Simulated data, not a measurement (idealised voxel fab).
Proc. module: voxel capacitor over wiring
Each square cell in cross-section cut measures 5 nm, and the section as a whole is 145 nm wide.
Think of the cross-section as a grid of square cells. We describe it in bands, top to bottom, and each band covers one or more rows of those cells. Read a band's entry like this: the first values are the height of its top and the height of its bottom in nm, and what follows is the sequence of materials from left to right, each with its width in nm. Note that "empty" is empty space, and that a single material marked "full width" reaches across the band from edge to edge. Beneath 0, the wafer as received is one material, and that level is where height counting begins. The lowest band goes on downward without a bottom; it is written like "from 0 down". With a width like "30->40", each row of cells in the band differs from the next by the same amount, the top row carrying the first number and the bottom row the second. Step note "remained unchanged" = no cross-section cell changed. Entry "Closed void inventory" = empty spaces >= 8 cells with no open way to the top; each as width x height at distance, distance from left edge, all nm. On each step's line, the part that comes after the settings is the simulator's own comment on the step. When a step includes a mask, the "overlay nm" setting on its line states how far to the right of its planned place that mask lay, and negative values state how far to the left. Each pair of cross-sections that follows straddles one process step: the one shows the state before the step, the other the state after it, down to the lowest band that changed and no further. The step in question, and its settings, are given under the pair. Note that a pair is not necessarily a continuation of the pair above it, since pairs can come from different runs of this module on the same starting wafer; it is a continuation only where its entry headed "Before the process" says so.
-- Before the process
* from 90 to 80 = 30 SiO2; 5 TiN; 5 Ru; 5 TiN; 100 SiO2
* from 80 to 70 = 30->20 SiO2; 15->75 TiN; 100->50 SiO2
* from 70 to 65 = 20 SiO2; 75 SiN; 50 SiO2
* from 65 to 60 = 15 SiO2; 85 TiN; 45 SiO2
* from 60 to 45 = 20 lowk; 5 TiN; 5 Cu; 5 TiN; 110 lowk
* from 45 to 40 = 20 SiCN; 15 TiN; 110 SiCN
* from 40 to 30 = 15 SiO2; 5 TiN; 10 Cu; 5 TiN; 70 SiO2; 5 TiN; 10 Cu; 5 TiN; 20 SiO2
* from 30 to 25 = 15 SiN; 20 TiN; 70 SiN; 20 TiN; 20 SiN
* from 25 to 0 = SiO2 full width
* from 0 down = Si full width
* Closed void inventory: none
-- Cross-Section After Step
* from 95 to 90 = SiN full width
* Everything under 90 stays put, no change at all.
* Closed void inventory: none
The structure goes from the before cross-section above to the after cross-section through CONFORMAL_DEP (material SiN; thk nm 5)
-- Before the process
* from 90 to 75 = SiO2 full width
* from 75 to 70 = 20 SiO2; 75 TiN; 50 SiO2
* from 70 to 65 = 20 SiO2; 75 SiN; 50 SiO2
* from 65 to 60 = 15 SiO2; 85 TiN; 45 SiO2
* from 60 to 45 = 20 lowk; 5 TiN; 5 Cu; 5 TiN; 110 lowk
* from 45 to 40 = 20 SiCN; 15 TiN; 110 SiCN
* from 40 to 20 = 15 SiO2; 5 TiN; 10 Cu; 5 TiN; 70 SiO2; 5 TiN; 10 Cu; 5 TiN; 20 SiO2
* from 20 to 15 = 15 SiN; 20 TiN; 70 SiN; 20 TiN; 20 SiN
* from 15 to 0 = SiO2 full width
* from 0 down = Si full width
* Closed void inventory: none
-- Cross-Section After Step
* from 105 to 90 = 25 resist; 25 empty; 95 resist
* Everything under 90 stays put, no change at all.
* Closed void inventory: none
The structure goes from the before cross-section above to the after cross-section through PATTERN (tone open; mask id PLUG_2; material resist; width nm 25; thk nm 15; overlay nm 0)
Before the process: see the after view in the pair directly above.
-- Cross-Section After Step
* from 105 to 90 = 25 resist; 25 empty; 95 resist
* from 90 to 75 = 25 SiO2; 25 empty; 95 SiO2
* Everything under 75 stays put, no change at all.
* Closed void inventory: none
The structure goes from the before cross-section above to the after cross-section through DIRECTIONAL_ETCH (etch materials SiO2; depth nm 15)
Before the process: see the after view in the pair directly above.
-- Cross-Section After Step
* from 90 to 75 = 25 SiO2; 25 empty; 95 SiO2
* Everything under 75 stays put, no change at all.
* Closed void inventory: none
The structure goes from the before cross-section above to the after cross-section through STRIP (etch materials resist)
Before the process: see the after view in the pair directly above.
-- Cross-Section After Step
* from 95 to 90 = 30 TiN; 15 empty; 100 TiN
* from 90 to 80 = 25 SiO2; 5 TiN; 15 empty; 5 TiN; 95 SiO2
* from 80 to 70 = 25->20 SiO2; 25->75 TiN; 95->50 SiO2
* Everything under 70 stays put, no change at all.
* Closed void inventory: none
The structure goes from the before cross-section above to the after cross-section through CONFORMAL_DEP (material TiN; thk nm 5)
Before the process: see the after view in the pair directly above.
-- Cross-Section After Step
* from 105 to 95 = Ru full width
* from 95 to 90 = 30 TiN; 15 Ru; 100 TiN
* from 90 to 80 = 25 SiO2; 5 TiN; 15 Ru; 5 TiN; 95 SiO2
* Everything under 80 stays put, no change at all.
* Closed void inventory: none
The structure goes from the before cross-section above to the after cross-section through FILL_DEP (material Ru; thk nm 10)
Before the process: see the after view in the pair directly above.
-- Cross-Section After Step
* from 90 to 80 = 25 SiO2; 5 TiN; 15 Ru; 5 TiN; 95 SiO2
* Everything under 80 stays put, no change at all.
* Closed void inventory: none
The structure goes from the before cross-section above to the after cross-section through CMP (height nm 90)
Before the process: see the after view in the pair directly above.
-- Cross-Section After Step
* from 95 to 90 = SiN full width
* Everything under 90 stays put, no change at all.
* Closed void inventory: none
The structure goes from the before cross-section above to the after cross-section through CONFORMAL_DEP (material SiN; thk nm 5)
-- Before the process
* from 90 to 75 = SiO2 full width
* from 75 to 70 = 20 SiO2; 75 TiN; 50 SiO2
* from 70 to 65 = 20 SiO2; 75 SiN; 50 SiO2
* from 65 to 60 = 15 SiO2; 85 TiN; 45 SiO2
* from 60 to 45 = 20 lowk; 5 TiN; 5 Cu; 5 TiN; 110 lowk
* from 45 to 40 = 20 SiCN; 15 TiN; 110 SiCN
* from 40 to 20 = 15 SiO2; 5 TiN; 10 Cu; 5 TiN; 70 SiO2; 5 TiN; 10 Cu; 5 TiN; 20 SiO2
* from 20 to 15 = 15 SiN; 20 TiN; 70 SiN; 20 TiN; 20 SiN
* from 15 to 0 = SiO2 full width
* from 0 down = Si full width
* Closed void inventory: none
-- Cross-Section After Step
* from 105 to 90 = 20 resist; 15 empty; 110 resist
* Everything under 90 stays put, no change at all.
* Closed void inventory: none
The structure goes from the before cross-section above to the after cross-section through PATTERN (tone open; mask id PLUG_2; material resist; width nm 15; thk nm 15; overlay nm -10)
Before the process: see the after view in the pair directly above.
-- Cross-Section After Step
* from 105 to 90 = 20 resist; 15 empty; 110 resist
* from 90 to 75 = 20 SiO2; 15 empty; 110 SiO2
* Everything under 75 stays put, no change at all.
* Closed void inventory: none
The structure goes from the before cross-section above to the after cross-section through DIRECTIONAL_ETCH (etch materials SiO2; depth nm 15)
Before the process: see the after view in the pair directly above.
-- Cross-Section After Step
* from 90 to 75 = 20 SiO2; 15 empty; 110 SiO2
* Everything under 75 stays put, no change at all.
* Closed void inventory: none
The structure goes from the before cross-section above to the after cross-section through STRIP (etch materials resist)
Before the process: see the after view in the pair directly above.
-- Cross-Section After Step
* from 95 to 90 = 25 TiN; 5 empty; 115 TiN
* from 90 to 80 = 20 SiO2; 5 TiN; 5 empty; 5 TiN; 110 SiO2
* from 80 to 70 = 20 SiO2; 15->75 TiN; 110->50 SiO2
* Everything under 70 stays put, no change at all.
* Closed void inventory: none
The structure goes from the before cross-section above to the after cross-section through CONFORMAL_DEP (material TiN; thk nm 5)
Before the process: see the after view in the pair directly above.
-- Cross-Section After Step
* from 105 to 95 = Ru full width
* from 95 to 90 = 25 TiN; 5 Ru; 115 TiN
* from 90 to 80 = 20 SiO2; 5 TiN; 5 Ru; 5 TiN; 110 SiO2
* Everything under 80 stays put, no change at all.
* Closed void inventory: none
The structure goes from the before cross-section above to the after cross-section through FILL_DEP (material Ru; thk nm 10)
Before the process: see the after view in the pair directly above.
-- Cross-Section After Step
* from 90 to 80 = 20 SiO2; 5 TiN; 5 Ru; 5 TiN; 110 SiO2
* Everything under 80 stays put, no change at all.
* Closed void inventory: none
The structure goes from the before cross-section above to the after cross-section through CMP (height nm 90)
Before the process: see the after view in the pair directly above.
-- Cross-Section After Step
* from 95 to 90 = SiN full width
* Everything under 90 stays put, no change at all.
* Closed void inventory: none
The structure goes from the before cross-section above to the after cross-section through CONFORMAL_DEP (material SiN; thk nm 5)
-- Before the process
* from 40 to 20 = 15 SiO2; 5 TiN; 10 Cu; 5 TiN; 70 SiO2; 5 TiN; 10 Cu; 5 TiN; 20 SiO2
* from 20 to 15 = 15 SiN; 20 TiN; 70 SiN; 20 TiN; 20 SiN
* from 15 to 0 = SiO2 full width
* from 0 down = Si full width
* Closed void inventory: none
-- Cross-Section After Step
* from 45 to 40 = Cu full width
* Everything under 40 stays put, no change at all.
* Closed void inventory: none
The structure goes from the before cross-section above to the after cross-section through CONFORMAL_DEP (material Cu; thk nm 5)
Before the process: see the after view in the pair directly above.
-- Cross-Section After Step
* from 60 to 45 = lowk full width
* Everything under 45 stays put, no change at all.
* Closed void inventory: none
The structure goes from the before cross-section above to the after cross-section through DIRECTIONAL_DEP (material lowk; thk nm 15)
Before the process: see the after view in the pair directly above.
-- Cross-Section After Step
* from 75 to 60 = aC full width
* Everything under 60 stays put, no change at all.
* Closed void inventory: none
The structure goes from the before cross-section above to the after cross-section through DIRECTIONAL_DEP (material aC; thk nm 15)
Before the process: see the after view in the pair directly above.
-- Cross-Section After Step
* from 110 to 75 = 20 resist; 15 empty; 110 resist
* Everything under 75 stays put, no change at all.
* Closed void inventory: none
The structure goes from the before cross-section above to the after cross-section through PATTERN (tone open; mask id PLUG_1; material resist; width nm 15; thk nm 35; overlay nm 0)
Before the process: see the after view in the pair directly above.
-- Cross-Section After Step
* from 95 to 75 = 20 resist; 15 empty; 110 resist
* from 75 to 60 = 20 aC; 15 empty; 110 aC
* Everything under 60 stays put, no change at all.
* Closed void inventory: none
The structure goes from the before cross-section above to the after cross-section through DIRECTIONAL_ETCH (etch materials aC; depth nm 15)
Before the process: see the after view in the pair directly above.
-- Cross-Section After Step
* from 75 to 60 = 20 aC; 15 empty; 110 aC
* Everything under 60 stays put, no change at all.
* Closed void inventory: none
The structure goes from the before cross-section above to the after cross-section through STRIP (etch materials resist)
Before the process: see the after view in the pair directly above.
-- Cross-Section After Step
* from 75 to 60 = 20 aC; 15 empty; 110 aC
* from 60 to 45 = 20 lowk; 15 empty; 110 lowk
* Everything under 45 stays put, no change at all.
* Closed void inventory: none
The structure goes from the before cross-section above to the after cross-section through DIRECTIONAL_ETCH (etch materials lowk; depth nm 15)
Before the process: see the after view in the pair directly above.
-- Cross-Section After Step
* from 60 to 45 = 20 lowk; 15 empty; 110 lowk
* Everything under 45 stays put, no change at all.
* Closed void inventory: none
The structure goes from the before cross-section above to the after cross-section through STRIP (etch materials aC)
Before the process: see the after view in the pair directly above.
-- Cross-Section After Step
* from 65 to 60 = 25 TiN; 5 empty; 115 TiN
* from 60 to 50 = 20 lowk; 5 TiN; 5 empty; 5 TiN; 110 lowk
* from 50 to 45 = 20 lowk; 15 TiN; 110 lowk
* Everything under 45 stays put, no change at all.
* Closed void inventory: none
The structure goes from the before cross-section above to the after cross-section through CONFORMAL_DEP (material TiN; thk nm 5)
Before the process: see the after view in the pair directly above.
-- Cross-Section After Step
* from 70 to 65 = Cu full width
* from 65 to 60 = 25 TiN; 5 Cu; 115 TiN
* from 60 to 50 = 20 lowk; 5 TiN; 5 Cu; 5 TiN; 110 lowk
* Everything under 50 stays put, no change at all.
* Closed void inventory: none
The structure goes from the before cross-section above to the after cross-section through FILL_DEP (material Cu; thk nm 5)
Before the process: see the after view in the pair directly above.
-- Cross-Section After Step
* from 60 to 50 = 20 lowk; 5 TiN; 5 Cu; 5 TiN; 110 lowk
* Everything under 50 stays put, no change at all.
* Closed void inventory: none
The structure goes from the before cross-section above to the after cross-section through CMP (height nm 60)
Before the process: see the after view in the pair directly above.
-- Cross-Section After Step
* from 65 to 60 = TiN full width
* Everything under 60 stays put, no change at all.
* Closed void inventory: none
The structure goes from the before cross-section above to the after cross-section through DIRECTIONAL_DEP (material TiN; thk nm 5)
Before the process: see the after view in the pair directly above.
-- Cross-Section After Step
* from 70 to 65 = SiN full width
* Everything under 65 stays put, no change at all.
* Closed void inventory: none
The structure goes from the before cross-section above to the after cross-section through DIRECTIONAL_DEP (material SiN; thk nm 5)
Before the process: see the after view in the pair directly above.
-- Cross-Section After Step
* from 75 to 70 = TiN full width
* Everything under 70 stays put, no change at all.
* Closed void inventory: none
The structure goes from the before cross-section above to the after cross-section through DIRECTIONAL_DEP (material TiN; thk nm 5)
Before the process: see the after view in the pair directly above.
-- Cross-Section After Step
* from 85 to 75 = aC full width
* Everything under 75 stays put, no change at all.
* Closed void inventory: none
The structure goes from the before cross-section above to the after cross-section through DIRECTIONAL_DEP (material aC; thk nm 10)
Before the process: see the after view in the pair directly above.
-- Cross-Section After Step
* from 115 to 85 = 20 empty; 75 resist; 50 empty
* Everything under 85 stays put, no change at all.
* Closed void inventory: none
The structure goes from the before cross-section above to the after cross-section through PATTERN (tone cover; mask id UPPER_PLATE; material resist; width nm 75; thk nm 30; overlay nm 0)
Before the process: see the after view in the pair directly above.
-- Cross-Section After Step
* from 105 to 85 = 20 empty; 75 resist; 50 empty
* from 85 to 75 = 20 empty; 75 aC; 50 empty
* Everything under 75 stays put, no change at all.
* Closed void inventory: none
The structure goes from the before cross-section above to the after cross-section through DIRECTIONAL_ETCH (etch materials aC; depth nm 10)
Before the process: see the after view in the pair directly above.
-- Cross-Section After Step
* from 85 to 75 = 20 empty; 75 aC; 50 empty
* Everything under 75 stays put, no change at all.
* Closed void inventory: none
The structure goes from the before cross-section above to the after cross-section through STRIP (etch materials resist)
Before the process: see the after view in the pair directly above.
-- Cross-Section After Step
* from 85 to 75 = 20 empty; 75 aC; 50 empty
* from 75 to 70 = 20 empty; 75 TiN; 50 empty
* Everything under 70 stays put, no change at all.
* Closed void inventory: none
The structure goes from the before cross-section above to the after cross-section through DIRECTIONAL_ETCH (etch materials TiN; depth nm 5)
Before the process: see the after view in the pair directly above.
-- Cross-Section After Step
* from 85 to 75 = 20 empty; 75 aC; 50 empty
* from 75 to 70 = 20 empty; 75 TiN; 50 empty
* from 70 to 65 = 20 empty; 75 SiN; 50 empty
* Everything under 65 stays put, no change at all.
* Closed void inventory: none
The structure goes from the before cross-section above to the after cross-section through DIRECTIONAL_ETCH (etch materials SiN; depth nm 5)
Before the process: see the after view in the pair directly above.
-- Cross-Section After Step
* from 75 to 70 = 20 empty; 75 TiN; 50 empty
* Everything under 70 stays put, no change at all.
* Closed void inventory: none
The structure goes from the before cross-section above to the after cross-section through STRIP (etch materials aC)
Before the process: see the after view in the pair directly above.
-- Cross-Section After Step
* from 90 to 75 = 15 empty; 85 resist; 45 empty
* from 75 to 70 = 15 empty; 5 resist; 75 TiN; 5 resist; 45 empty
* from 70 to 65 = 15 empty; 5 resist; 75 SiN; 5 resist; 45 empty
* Everything under 65 stays put, no change at all.
* Closed void inventory: none
The structure goes from the before cross-section above to the after cross-section through PATTERN (tone cover; mask id LOWER_PLATE; material resist; width nm 85; thk nm 15; overlay nm 0)
Before the process: see the after view in the pair directly above.
-- Cross-Section After Step
* from 90 to 75 = 15 empty; 85 resist; 45 empty
* from 75 to 70 = 15 empty; 5 resist; 75 TiN; 5 resist; 45 empty
* from 70 to 65 = 15 empty; 5 resist; 75 SiN; 5 resist; 45 empty
* from 65 to 60 = 15 empty; 85 TiN; 45 empty
* Everything under 60 stays put, no change at all.
* Closed void inventory: none
The structure goes from the before cross-section above to the after cross-section through DIRECTIONAL_ETCH (etch materials TiN; depth nm 5)
Before the process: see the after view in the pair directly above.
-- Cross-Section After Step
* from 75 to 70 = 20 empty; 75 TiN; 50 empty
* from 70 to 65 = 20 empty; 75 SiN; 50 empty
* Everything under 65 stays put, no change at all.
* Closed void inventory: none
The structure goes from the before cross-section above to the after cross-section through STRIP (etch materials resist)
Before the process: see the after view in the pair directly above.
-- Cross-Section After Step
* from 95 to 75 = SiO2 full width
* from 75 to 70 = 20 SiO2; 75 TiN; 50 SiO2
* from 70 to 65 = 20 SiO2; 75 SiN; 50 SiO2
* from 65 to 60 = 15 SiO2; 85 TiN; 45 SiO2
* Everything under 60 stays put, no change at all.
* Closed void inventory: none
The structure goes from the before cross-section above to the after cross-section through FILL_DEP (material SiO2; thk nm 20)
Before the process: see the after view in the pair directly above.
-- Cross-Section After Step
* from 90 to 75 = SiO2 full width
* Everything under 75 stays put, no change at all.
* Closed void inventory: none
The structure goes from the before cross-section above to the after cross-section through CMP (height nm 90)
Before the process: see the after view in the pair directly above.
-- Cross-Section After Step
* from 105 to 90 = 30 resist; 15 empty; 100 resist
* Everything under 90 stays put, no change at all.
* Closed void inventory: none
The structure goes from the before cross-section above to the after cross-section through PATTERN (tone open; mask id PLUG_2; material resist; width nm 15; thk nm 15; overlay nm 0)
Before the process: see the after view in the pair directly above.
-- Cross-Section After Step
* from 105 to 90 = 30 resist; 15 empty; 100 resist
* from 90 to 75 = 30 SiO2; 15 empty; 100 SiO2
* Everything under 75 stays put, no change at all.
* Closed void inventory: none
The structure goes from the before cross-section above to the after cross-section through DIRECTIONAL_ETCH (etch materials SiO2; depth nm 15)
Before the process: see the after view in the pair directly above.
-- Cross-Section After Step
* from 90 to 75 = 30 SiO2; 15 empty; 100 SiO2
* Everything under 75 stays put, no change at all.
* Closed void inventory: none
The structure goes from the before cross-section above to the after cross-section through STRIP (etch materials resist)
Before the process: see the after view in the pair directly above.
-- Cross-Section After Step
* from 95 to 90 = 35 TiN; 5 empty; 105 TiN
* from 90 to 80 = 30 SiO2; 5 TiN; 5 empty; 5 TiN; 100 SiO2
* from 80 to 70 = 30->20 SiO2; 15->75 TiN; 100->50 SiO2
* Everything under 70 stays put, no change at all.
* Closed void inventory: none
The structure goes from the before cross-section above to the after cross-section through CONFORMAL_DEP (material TiN; thk nm 5)
Before the process: see the after view in the pair directly above.
-- Cross-Section After Step
* from 105 to 95 = Ru full width
* from 95 to 90 = 35 TiN; 5 Ru; 105 TiN
* from 90 to 80 = 30 SiO2; 5 TiN; 5 Ru; 5 TiN; 100 SiO2
* Everything under 80 stays put, no change at all.
* Closed void inventory: none
The structure goes from the before cross-section above to the after cross-section through FILL_DEP (material Ru; thk nm 10)
Before the process: see the after view in the pair directly above.
-- Cross-Section After Step
* from 90 to 80 = 30 SiO2; 5 TiN; 5 Ru; 5 TiN; 100 SiO2
* Everything under 80 stays put, no change at all.
* Closed void inventory: none
The structure goes from the before cross-section above to the after cross-section through CMP (height nm 90)
Before the process: see the after view in the pair directly above.
-- Cross-Section After Step
* from 95 to 90 = SiN full width
* Everything under 90 stays put, no change at all.
* Closed void inventory: none
The structure goes from the before cross-section above to the after cross-section through CONFORMAL_DEP (material SiN; thk nm 5)
-- Before the process
* from 90 to 75 = SiO2 full width
* from 75 to 70 = 20 SiO2; 75 TiN; 50 SiO2
* from 70 to 65 = 20 SiO2; 75 SiN; 50 SiO2
* from 65 to 60 = 15 SiO2; 85 TiN; 45 SiO2
* from 60 to 45 = 20 lowk; 5 TiN; 5 Cu; 5 TiN; 110 lowk
* from 45 to 40 = 20 SiCN; 15 TiN; 110 SiCN
* from 40 to 20 = 15 SiO2; 5 TiN; 10 Cu; 5 TiN; 70 SiO2; 5 TiN; 10 Cu; 5 TiN; 20 SiO2
* from 20 to 15 = 15 SiN; 20 TiN; 70 SiN; 20 TiN; 20 SiN
* from 15 to 0 = SiO2 full width
* from 0 down = Si full width
* Closed void inventory: none
-- Cross-Section After Step
* from 105 to 90 = 30 empty; 15 resist; 100 empty
* Everything under 90 stays put, no change at all.
* Closed void inventory: none
The structure goes from the before cross-section above to the after cross-section through PATTERN (tone cover; mask id PLUG_2; material resist; width nm 15; thk nm 15; overlay nm 0)
Before the process: see the after view in the pair directly above.
-- Cross-Section After Step
* from 105 to 90 = 30 empty; 15 resist; 100 empty
* from 90 to 75 = 30 empty; 15 SiO2; 100 empty
* Everything under 75 stays put, no change at all.
* Closed void inventory: none
The structure goes from the before cross-section above to the after cross-section through DIRECTIONAL_ETCH (etch materials SiO2; depth nm 15)
Before the process: see the after view in the pair directly above.
-- Cross-Section After Step
* from 90 to 75 = 30 empty; 15 SiO2; 100 empty
* Everything under 75 stays put, no change at all.
* Closed void inventory: none
The structure goes from the before cross-section above to the after cross-section through STRIP (etch materials resist)
Before the process: see the after view in the pair directly above.
-- Cross-Section After Step
* from 95 to 90 = 25 empty; 25 TiN; 95 empty
* from 90 to 80 = 25 empty; 5 TiN; 15 SiO2; 5 TiN; 95 empty
* from 80 to 75 = 30 TiN; 15 SiO2; 100 TiN
* Everything under 75 stays put, no change at all.
* Closed void inventory: none
The structure goes from the before cross-section above to the after cross-section through CONFORMAL_DEP (material TiN; thk nm 5)
Before the process: see the after view in the pair directly above.
-- Cross-Section After Step
* from 105 to 95 = Ru full width
* from 95 to 90 = 25 Ru; 25 TiN; 95 Ru
* from 90 to 80 = 25 Ru; 5 TiN; 15 SiO2; 5 TiN; 95 Ru
* Everything under 80 stays put, no change at all.
* Closed void inventory: none
The structure goes from the before cross-section above to the after cross-section through FILL_DEP (material Ru; thk nm 10)
Before the process: see the after view in the pair directly above.
-- Cross-Section After Step
* from 90 to 80 = 25 Ru; 5 TiN; 15 SiO2; 5 TiN; 95 Ru
* Everything under 80 stays put, no change at all.
* Closed void inventory: none
The structure goes from the before cross-section above to the after cross-section through CMP (height nm 90)
Before the process: see the after view in the pair directly above.
-- Cross-Section After Step
* from 95 to 90 = SiN full width
* Everything under 90 stays put, no change at all.
* Closed void inventory: none
The structure goes from the before cross-section above to the after cross-section through CONFORMAL_DEP (material SiN; thk nm 5)
